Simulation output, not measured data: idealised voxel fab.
You're looking at the process module voxel plated lines.
Section shown: cut. Width: 265 nm. Cell size: 5 nm, square.
Cross-section spec: square-cell grid; bands listed top down; each band is one or more rows. The band entry comprises the height of the band's top followed by the height of its bottom, expressed in nm, and subsequently the band's materials from left to right, each stated together with its width in nm. Where a single material is marked with the word "full width", that material fills the band from edge to edge. The word "blank" represents empty space. Beneath 0, the wafer as received is one material, and that level is where height counting begins. The lowest band goes on downward without a bottom; it is written like "0 and below". A two-number width, for instance "30..40", indicates that the width is equal to the first number in the top row of the band and to the second number in the bottom row, and that it changes by a constant amount per row of cells. Where the words "remained unchanged" appear for a step, the cross-section shows no cell changed by that step; every cell remained as before. Enclosed voids (no open way to top), threshold 8 cells or more, entry "Sealed internal cavities", notation width x height at distance, distance from left edge, nm. Past the settings on a step's line: simulator remark, on that step. The optional step-line setting "overlay nm" applies to steps with a mask and quantifies how far to the right of its planned location the mask lay, a negative value indicating leftward placement.
**Intended process steps**
1,RECEIVE with material Si
2,CONFORMAL_DEP with material SiO2, thk nm 10
3,DIRECTIONAL_DEP with material TiN, thk nm 5
4,PATTERN with tone open, mask id LINES, material resist, width nm 30, pitch nm 50, thk nm 35, overlay nm -15
5,EPI with material Ru, thk nm 10
6,EPI with material Ru, thk nm 10
7,EPI with material Ru, thk nm 10
8,STRIP with etch materials resist
9,DIRECTIONAL_ETCH with etch materials TiN, depth nm 5
10,CONFORMAL_DEP with material SiCN, thk nm 5
Keep in mind the plan's value for the overlay nm of step 4 comes from the first wafer; the wafers don't share that setting, but they do share the same starting point.
**First of several wafers (as received, post step 1), cross-sectional view**
	0 and below: Si full width
	Sealed internal cavities: none
**Cross-sectional representation of the first of several wafers at the end of the module, i.e. after its terminal step, step 10**
	50 down to 45: blank 20, then SiCN 40, then blank 10, then SiCN 40, then blank 10, then SiCN 40, then blank 10, then SiCN 40, then blank 55
	45 down to 15: blank 20, then SiCN 5, then Ru 30, then SiCN 5, then blank 10, then SiCN 5, then Ru 30, then SiCN 5, then blank 10, then SiCN 5, then Ru 30, then SiCN 5, then blank 10, then SiCN 5, then Ru 30, then SiCN 5, then blank 55
	15 down to 10: SiCN 25, then TiN 30, then SiCN 20, then TiN 30, then SiCN 20, then TiN 30, then SiCN 20, then TiN 30, then SiCN 60
	10 down to 0: SiO2 full width
	0 and below: Si full width
	Sealed internal cavities: none
**End of module: cross-section, last of several wafers**
	50 down to 45: blank 50, then SiCN 40, then blank 10, then SiCN 40, then blank 10, then SiCN 40, then blank 10, then SiCN 40, then blank 25
	45 down to 15: blank 50, then SiCN 5, then Ru 30, then SiCN 5, then blank 10, then SiCN 5, then Ru 30, then SiCN 5, then blank 10, then SiCN 5, then Ru 30, then SiCN 5, then blank 10, then SiCN 5, then Ru 30, then SiCN 5, then blank 25
	15 down to 10: SiCN 55, then TiN 30, then SiCN 20, then TiN 30, then SiCN 20, then TiN 30, then SiCN 20, then TiN 30, then SiCN 30
	10 down to 0: SiO2 full width
	0 and below: Si full width
	Sealed internal cavities: none
**Take any row and you have a wafer at the end of the module: how many cells of each material it has gained (+) or lost (-) since it was received, and then its closed voids**
overlay nm -15 | +144 Ru | +109 SiCN | +106 SiO2 | +24 TiN | Sealed internal cavities: none
overlay nm -10 | +144 Ru | +109 SiCN | +106 SiO2 | +24 TiN | Sealed internal cavities: none
overlay nm -5 | +144 Ru | +109 SiCN | +106 SiO2 | +24 TiN | Sealed internal cavities: none
overlay nm 0 | +144 Ru | +109 SiCN | +106 SiO2 | +24 TiN | Sealed internal cavities: none
overlay nm 5 | +144 Ru | +109 SiCN | +106 SiO2 | +24 TiN | Sealed internal cavities: none
overlay nm 10 | +144 Ru | +109 SiCN | +106 SiO2 | +24 TiN | Sealed internal cavities: none
overlay nm 15 | +144 Ru | +109 SiCN | +106 SiO2 | +24 TiN | Sealed internal cavities: none
